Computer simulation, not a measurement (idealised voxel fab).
voxel transistor to metal: a process module
Cross-section cut spans 275 nm and uses square cells 5 nm in size.
Think of the cross-section as a grid of square cells. We describe it in bands, top to bottom, and each band covers one or more rows of those cells.
What a band's entry tells you: where the top is and where the bottom is, as heights in nm, and after that what lies inside, material by material from left to right, each with its width in nm. Empty space is written as the word "air", and a single material marked with the word "edge to edge" occupies the band from edge to edge.
Note: height 0 marks the level under which the wafer is uniformly one material as received. Lowest band unbounded below, written "z 0 and below".
Think of "30..40" as a width that walks from the first number to the second as you go down the band, top row to bottom row, taking equal-sized steps from row to row.
You'll sometimes find "stayed the same" written for a step, and that's the way of saying that nowhere in the cross-section did a cell change during that step.
Closed void catalog: empty space of 8 cells or more with no open way to the top, each as width x height at its distance from the left edge, in nm
Where a step's line continues beyond its settings, the continuation is a remark by the simulator itself on that step.
A step's line can hold "overlay nm"; with a mask on that step, the setting says how far right of the planned place the mask lay, while a negative setting says it lay to the left.

**The following list gives the planned process steps**
1. RECEIVE | material Si
2. OXIDIZE | depth nm 5
3. CONFORMAL_DEP | material SiN | thk nm 10
4. PATTERN | tone cover | mask id ACTIVE | material resist | width nm 105 | pitch nm 135 | thk nm 20 | overlay nm 0
5. DIRECTIONAL_ETCH | etch materials SiN | depth nm 10
6. DIRECTIONAL_ETCH | etch materials SiO2 | depth nm 5
7. DIRECTIONAL_ETCH | etch materials Si | depth nm 35
8. STRIP | etch materials resist
9. FILL_DEP | material SiO2 | thk nm 15
10. CMP | height nm 10
11. SELECTIVE_ETCH | etch materials SiO2 | depth nm 5
12. STRIP | etch materials SiN
13. SELECTIVE_ETCH | etch materials SiO2 | depth nm 5
14. OXIDIZE | depth nm 5
15. DIRECTIONAL_DEP | material polySi | thk nm 30
16. DIRECTIONAL_DEP | material SiCN | thk nm 15
17. PATTERN | tone cover | mask id GATE | material resist | width nm 35 | pitch nm 135 | thk nm 15 | overlay nm 0
18. DIRECTIONAL_ETCH | etch materials SiCN | depth nm 25
19. DIRECTIONAL_ETCH | etch materials polySi | depth nm 40
20. STRIP | etch materials resist
21. CONFORMAL_DEP | material SiO2 | thk nm 5
22. DIRECTIONAL_ETCH | etch materials SiO2 | depth nm 5
23. CONFORMAL_DEP | material SiN | thk nm 5
24. DIRECTIONAL_ETCH | etch materials SiN | depth nm 5
25. DIRECTIONAL_ETCH | etch materials SiO2 | depth nm 5
26. DIRECTIONAL_ETCH | etch materials Si | depth nm 10
27. EPI | material nSi | thk nm 10
28. FILL_DEP | material SiO2 | thk nm 10
29. CMP | height nm 25
30. STRIP | etch materials polySi
31. SELECTIVE_ETCH | etch materials SiO2 | depth nm 5
32. CONFORMAL_DEP | material HfO2 | thk nm 5
33. CONFORMAL_DEP | material TiN | thk nm 5
34. FILL_DEP | material W | thk nm 10
35. CMP | height nm 20
36. DIRECTIONAL_DEP | material SiO2 | thk nm 10
37. PATTERN | tone open | mask id CONTACT | material resist | width nm 15 | thk nm 15 | overlay nm 0
38. DIRECTIONAL_ETCH | etch materials SiO2 | depth nm 30
39. STRIP | etch materials resist
40. CONFORMAL_DEP | material TiN | thk nm 5
41. FILL_DEP | material W | thk nm 10
42. CMP | height nm 30
43. DIRECTIONAL_DEP | material TiN | thk nm 5
44. DIRECTIONAL_DEP | material Ru | thk nm 25
45. DIRECTIONAL_DEP | material aC | thk nm 15
46. PATTERN | tone cover | mask id METAL_1 | material resist | width nm 15 | thk nm 35 | overlay nm 0
47. DIRECTIONAL_ETCH | etch materials aC | depth nm 15
48. STRIP | etch materials resist
49. DIRECTIONAL_ETCH | etch materials Ru | depth nm 25
50. DIRECTIONAL_ETCH | etch materials TiN | depth nm 5
51. STRIP | etch materials aC
52. FILL_DEP | material SiO2 | thk nm 5
53. CMP | height nm 60
54. CONFORMAL_DEP | material SiCN | thk nm 5
55. DIRECTIONAL_DEP | material SiO2 | thk nm 30
56. MASKED_ETCH | tone open | mask id METAL_2 | width nm 15 | pitch nm 135 | etch materials SiO2 | depth nm 15 | overlay nm 0
57. DIRECTIONAL_DEP | material aC | thk nm 15
58. PATTERN | tone open | mask id METAL_2_HOLES | material resist | width nm 15 | pitch nm 135 | thk nm 30 | overlay nm 0
59. DIRECTIONAL_ETCH | etch materials aC | depth nm 15
60. STRIP | etch materials resist
61. DIRECTIONAL_ETCH | etch materials SiO2 | depth nm 15
62. DIRECTIONAL_ETCH | etch materials SiCN | depth nm 5
63. STRIP | etch materials aC
64. CONFORMAL_DEP | material TiN | thk nm 5
65. FILL_DEP | material Cu | thk nm 10
66. CMP | height nm 95
67. CONFORMAL_DEP | material SiN | thk nm 5

**So this is the incoming wafer in cross-section - it's already been through step 1**
    z 0 and below  Si edge to edge
    Closed void catalog: none

**Cross-sectional view of the first of the two wafers upon completion of the module, processed in accordance with the plan**
    z 100 to 95  SiN edge to edge
    z 95 to 65  SiO2=20, TiN=5, Cu=5, TiN=5, SiO2=120, TiN=5, Cu=5, TiN=5, SiO2=105
    z 65 to 60  SiCN=20, TiN=15, SiCN=120, TiN=15, SiCN=105
    z 60 to 35  SiO2=20, Ru=15, SiO2=65, Ru=15, SiO2=40, Ru=15, SiO2=65, Ru=15, SiO2=25
    z 35 to 30  SiO2=20, TiN=15, SiO2=65, TiN=15, SiO2=40, TiN=15, SiO2=65, TiN=15, SiO2=25
    z 30 to 20  SiO2=20, TiN=5, W=5, TiN=5, SiO2=65, TiN=5, W=5, TiN=5, SiO2=40, TiN=5, W=5, TiN=5, SiO2=65, TiN=5, W=5, TiN=5, SiO2=25
    z 20 to 5  SiO2=20, TiN=5, W=5, TiN=5, SiO2=5, SiN=5, HfO2=5, TiN=5, W=25, TiN=5, HfO2=5, SiN=5, SiO2=5, TiN=5, W=5, TiN=5, SiO2=40, TiN=5, W=5, TiN=5, SiO2=5, SiN=5, HfO2=5, TiN=5, W=25, TiN=5, HfO2=5, SiN=5, SiO2=5, TiN=5, W=5, TiN=5, SiO2=25
    z 5 to 0  SiO2=20, TiN=15, SiO2=5, SiN=5, HfO2=5, TiN=5, W=25, TiN=5, HfO2=5, SiN=5, SiO2=5, TiN=15, SiO2=40, TiN=15, SiO2=5, SiN=5, HfO2=5, TiN=5, W=25, TiN=5, HfO2=5, SiN=5, SiO2=5, TiN=15, SiO2=25
    z 0 to -5  SiO2=15, SiN=5, nSi=20, SiN=5, HfO2=5, TiN=35, HfO2=5, SiN=5, nSi=20, SiN=5, SiO2=30, SiN=5, nSi=20, SiN=5, HfO2=5, TiN=35, HfO2=5, SiN=5, nSi=20, SiN=5, SiO2=20
    z -5 to -10  SiO2=20, nSi=20, SiO2=5, HfO2=45, SiO2=5, nSi=20, SiO2=40, nSi=20, SiO2=5, HfO2=45, SiO2=5, nSi=20, SiO2=25
    z -10 to -20  SiO2=15, Si=5, nSi=20, Si=55, nSi=20, Si=5, SiO2=30, Si=5, nSi=20, Si=55, nSi=20, Si=5, SiO2=20
    z -20 to -40  SiO2=15, Si=105, SiO2=30, Si=105, SiO2=20
    z -40 and below  Si edge to edge
    Closed void catalog: none

**Second wafer of the two, sectioned at the end of the module. It began like the first and followed the same plan, but one mistake was made while running it**
    z 100 to 95  SiN edge to edge
    z 95 to 65  SiO2=20, TiN=5, Cu=5, TiN=5, SiO2=120, TiN=5, Cu=5, TiN=5, SiO2=105
    z 65 to 60  SiCN=20, TiN=15, SiCN=120, TiN=15, SiCN=105
    z 60 to 35  SiO2=20, Ru=15, SiO2=65, Ru=15, SiO2=40, Ru=15, SiO2=65, Ru=15, SiO2=25
    z 35 to 30  SiO2=20, TiN=15, SiO2=65, TiN=15, SiO2=40, TiN=15, SiO2=65, TiN=15, SiO2=25
    z 30 to 20  SiO2=20, TiN=5, W=5, TiN=5, SiO2=65, TiN=5, W=5, TiN=5, SiO2=40, TiN=5, W=5, TiN=5, SiO2=65, TiN=5, W=5, TiN=5, SiO2=25
    z 20 to 5  SiO2=20, TiN=5, W=5, TiN=5, SiO2=5, SiN=5, TiN=10, W=25, TiN=10, SiN=5, SiO2=5, TiN=5, W=5, TiN=5, SiO2=40, TiN=5, W=5, TiN=5, SiO2=5, SiN=5, TiN=10, W=25, TiN=10, SiN=5, SiO2=5, TiN=5, W=5, TiN=5, SiO2=25
    z 5 to 0  SiO2=20, TiN=15, SiO2=5, SiN=5, TiN=10, W=25, TiN=10, SiN=5, SiO2=5, TiN=15, SiO2=40, TiN=15, SiO2=5, SiN=5, TiN=10, W=25, TiN=10, SiN=5, SiO2=5, TiN=15, SiO2=25
    z 0 to -5  SiO2=15, SiN=5, nSi=20, SiN=5, TiN=45, SiN=5, nSi=20, SiN=5, SiO2=30, SiN=5, nSi=20, SiN=5, TiN=45, SiN=5, nSi=20, SiN=5, SiO2=20
    z -5 to -10  SiO2=20, nSi=20, SiO2=5, TiN=45, SiO2=5, nSi=20, SiO2=40, nSi=20, SiO2=5, TiN=45, SiO2=5, nSi=20, SiO2=25
    z -10 to -20  SiO2=15, Si=5, nSi=20, Si=55, nSi=20, Si=5, SiO2=30, Si=5, nSi=20, Si=55, nSi=20, Si=5, SiO2=20
    z -20 to -40  SiO2=15, Si=105, SiO2=30, Si=105, SiO2=20
    z -40 and below  Si edge to edge
    Closed void catalog: none
Processing error: step 32: run off-plan, actual operation and settings CONFORMAL_DEP | material TiN | thk nm 5
In the final state, the cell counts of the second wafer exceed or fall short of those of the first for the following materials: 38 fewer of HfO2; 38 more of TiN
